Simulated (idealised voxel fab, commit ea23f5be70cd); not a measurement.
A process module follows: voxel self aligned contacts.
The figure presents cross-section cut, which has a width of 265 nm and is divided into square cells with an edge length of 5 nm.
Square cells in a grid make up a cross-section in this document, and the grid is given as bands, listed from the top down, each one or more rows of cells. Band: top and bottom heights (nm) first, top before bottom; then materials from left to right, widths in nm. "throughout" marks a sole material filling the band edge to edge. "empty" denotes empty space. Below 0: as-received wafer, all one material; heights counted from there. Lowest band: no bottom, goes on down, written "top 0, no bottom". Width spec "30 to 40" -> top row of cells at first value, bottom row at second value, equal per-row change in between. The cross-section has no changed cell in any step marked "changes: none". The entry "Enclosed void inventory" lists the empty spaces that cover at least 8 cells and have no open path to the top. Each is written as width x height at distance, where the distance is measured from the left edge and all three values are in nm. If you see something after the settings on a step's line, that's the simulator's own remark about that step. The "overlay nm" setting may appear on a step's line; for a step that uses a mask, it gives how far to the right of its planned position the mask lay, and a negative value indicates the left.

**Set out below are the planned steps of the process**
1) RECEIVE: material Si
2) OXIDIZE: depth nm 5
3) DIRECTIONAL_DEP: material polySi, thk nm 20
4) DIRECTIONAL_DEP: material SiN, thk nm 15
5) PATTERN: tone cover, mask id GATE, material resist, width nm 35, pitch nm 70, thk nm 20, overlay nm 0
6) DIRECTIONAL_ETCH: etch materials SiN, depth nm 15
7) DIRECTIONAL_ETCH: etch materials polySi, depth nm 20
8) STRIP: etch materials resist
9) CONFORMAL_DEP: material SiN, thk nm 5
10) DIRECTIONAL_ETCH: etch materials SiN, depth nm 5
11) FILL_DEP: material SiO2, thk nm 15
12) CMP: height nm 40
13) PATTERN: tone open, mask id CONTACT, material resist, width nm 45, thk nm 15, overlay nm 0
14) DIRECTIONAL_ETCH: etch materials SiO2, depth nm 45
15) STRIP: etch materials resist
16) CONFORMAL_DEP: material TiN, thk nm 5
17) FILL_DEP: material Ru, thk nm 5
18) CMP: height nm 40
19) CONFORMAL_DEP: material SiN, thk nm 5

**Wafer as received: cross-section following step 1**
  top 0, no bottom | Si throughout
  Enclosed void inventory: none

**Cross-sectional result after module completion. Note: starting condition and plan are unchanged from above; one processing mistake was made**
  top 45, bottom 40 | SiN throughout
  top 40, bottom 35 | SiO2 110, then TiN 15, then Ru 15, then TiN 15, then SiO2 110
  top 35, bottom 20 | SiO2 75, then SiN 5, then polySi 35, then SiN 5, then TiN 5, then Ru 15, then TiN 5, then SiN 5, then polySi 35, then SiN 5, then SiO2 75
  top 20, bottom 15 | SiO2 75, then SiN 5, then polySi 35, then SiN 5, then TiN 25, then SiN 5, then polySi 35, then SiN 5, then SiO2 75
  top 15, bottom 0 | SiN throughout
  top 0, bottom -5 | SiO2 throughout
  top -5, no bottom | Si throughout
  Enclosed void inventory: none
Plan not followed: the run placed steps 3 and 4 each in the position the plan gave to the other
